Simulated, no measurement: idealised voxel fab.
process module | voxel capacitor over wiring
cross-section cut | 230 nm wide | cells 5 nm
A cross-section is a grid of square cells, given in bands from the top down. A band is one or more rows of cells.
Each band's line starts with the height of the band's top and of its bottom, in nm. Then come its materials from left to right, each with its width in nm. One material with "throughout" fills the band from edge to edge. "air" is empty space.
Height 0 is the level under which the wafer as received is all one material. The lowest band goes on downwards, as in "0 down".
A width such as "30 to 40" changes by the same amount from each row of cells to the next, from the band's top row to its bottom row.
"no change" after a step means that no cell of the cross-section changed.
closed voids: empty space of 8 cells or more with no open way to the top, each as width x height at its distance from the left edge, in nm
after a step's settings: what the simulator itself notes on the step
overlay nm, on a step with a mask: how far to the right of its planned place the mask lay; to the left if negative
plan
1 op RECEIVE | material Si
2 op CONFORMAL_DEP | material SiO2 | thk nm 15
3 op CONFORMAL_DEP | material SiCN | thk nm 5
4 op DIRECTIONAL_DEP | material lowk | thk nm 15
5 op PATTERN | tone open | mask id METAL_1 | material resist | width nm 25 | pitch nm 75 | thk nm 15 | overlay nm 0
6 op DIRECTIONAL_ETCH | etch materials lowk | depth nm 15
7 op DIRECTIONAL_ETCH | etch materials SiCN | depth nm 5
8 op STRIP | etch materials resist
9 op CONFORMAL_DEP | material TiN | thk nm 5
10 op FILL_DEP | material Ru | thk nm 5
11 op CMP | height nm 35
12 op EPI | material Ru | thk nm 5
13 op FILL_DEP | material SiCN | thk nm 5
14 op DIRECTIONAL_DEP | material SiO2 | thk nm 20
15 op DIRECTIONAL_DEP | material aC | thk nm 10
16 op PATTERN | tone open | mask id PLUG_1 | material resist | width nm 15 | thk nm 30 | overlay nm 0
17 op DIRECTIONAL_ETCH | etch materials aC | depth nm 10
18 op STRIP | etch materials resist
19 op DIRECTIONAL_ETCH | etch materials SiO2 | depth nm 20
20 op DIRECTIONAL_ETCH | etch materials SiCN | depth nm 5
21 op STRIP | etch materials aC
22 op CONFORMAL_DEP | material TiN | thk nm 5
23 op FILL_DEP | material W | thk nm 10
24 op CMP | height nm 65
25 op DIRECTIONAL_DEP | material TiN | thk nm 5
26 op DIRECTIONAL_DEP | material HfO2 | thk nm 5
27 op DIRECTIONAL_DEP | material TiN | thk nm 5
28 op MASKED_ETCH | tone cover | mask id UPPER_PLATE | width nm 45 | etch materials TiN | depth nm 5 | overlay nm 0
29 op MASKED_ETCH | tone cover | mask id UPPER_PLATE | width nm 55 | etch materials HfO2 | depth nm 5 | overlay nm 0
30 op MASKED_ETCH | tone cover | mask id LOWER_PLATE | width nm 65 | etch materials TiN | depth nm 5 | overlay nm 0
31 op FILL_DEP | material SiO2 | thk nm 15
32 op CMP | height nm 90
33 op MASKED_ETCH | tone open | mask id PLUG_2 | width nm 15 | etch materials SiO2 | depth nm 10 | overlay nm 0
34 op CONFORMAL_DEP | material TiN | thk nm 5
35 op FILL_DEP | material Cu | thk nm 5
36 op CMP | height nm 90
37 op CONFORMAL_DEP | material SiN | thk nm 5
varied across the wafers: width nm of step 28. The plan shows the first wafer's value. All wafers start alike
first wafer as received, after step 1
  0 down: Si throughout
  closed voids: none
first wafer at the end, after step 37
  95 to 90: SiN throughout
  90 to 85: SiO2 85 | TiN 5 | Cu 5 | TiN 5 | SiO2 130
  85 to 75: SiO2 85 to 80 | TiN 15 to 45 | SiO2 130 to 105
  75 to 70: SiO2 75 | HfO2 55 | SiO2 100
  70 to 65: SiO2 70 | TiN 65 | SiO2 95
  65 to 45: SiO2 75 | TiN 5 | W 5 | TiN 5 | SiO2 140
  45 to 40: SiCN 75 | TiN 15 | SiCN 140
  40 to 35: SiCN 60 | Ru 35 | SiCN 40 | Ru 35 | SiCN 60
  35 to 20: lowk 65 | TiN 5 | Ru 15 | TiN 5 | lowk 50 | TiN 5 | Ru 15 | TiN 5 | lowk 65
  20 to 15: SiCN 65 | TiN 25 | SiCN 50 | TiN 25 | SiCN 65
  15 to 0: SiO2 throughout
  0 down: Si throughout
  closed voids: none
last wafer at the end
  95 to 90: SiN throughout
  90 to 85: SiO2 85 | TiN 5 | Cu 5 | TiN 5 | SiO2 130
  85 to 75: SiO2 85 to 70 | TiN 15 to 65 | SiO2 130 to 95
  75 to 70: SiO2 70 | HfO2 70 | SiO2 90
  70 to 65: SiO2 70 | TiN 70 | SiO2 90
  65 to 45: SiO2 75 | TiN 5 | W 5 | TiN 5 | SiO2 140
  45 to 40: SiCN 75 | TiN 15 | SiCN 140
  40 to 35: SiCN 60 | Ru 35 | SiCN 40 | Ru 35 | SiCN 60
  35 to 20: lowk 65 | TiN 5 | Ru 15 | TiN 5 | lowk 50 | TiN 5 | Ru 15 | TiN 5 | lowk 65
  20 to 15: SiCN 65 | TiN 25 | SiCN 50 | TiN 25 | SiCN 65
  15 to 0: SiO2 throughout
  0 down: Si throughout
  closed voids: none
each wafer at the end: cells of each material gained (+) or lost (-) since it was received, then its closed voids
width nm 45 | +1 Cu | +11 HfO2 | +32 Ru | +111 SiCN | +46 SiN | +501 SiO2 | +60 TiN | +4 W | +108 lowk | closed voids: none
width nm 50 | +1 Cu | +11 HfO2 | +32 Ru | +111 SiCN | +46 SiN | +500 SiO2 | +61 TiN | +4 W | +108 lowk | closed voids: none
width nm 55 | +1 Cu | +11 HfO2 | +32 Ru | +111 SiCN | +46 SiN | +499 SiO2 | +62 TiN | +4 W | +108 lowk | closed voids: none
width nm 60 | +1 Cu | +12 HfO2 | +32 Ru | +111 SiCN | +46 SiN | +497 SiO2 | +63 TiN | +4 W | +108 lowk | closed voids: none
width nm 65 | +1 Cu | +13 HfO2 | +32 Ru | +111 SiCN | +46 SiN | +495 SiO2 | +64 TiN | +4 W | +108 lowk | closed voids: none
width nm 70 | +1 Cu | +14 HfO2 | +32 Ru | +111 SiCN | +46 SiN | +493 SiO2 | +65 TiN | +4 W | +108 lowk | closed voids: none
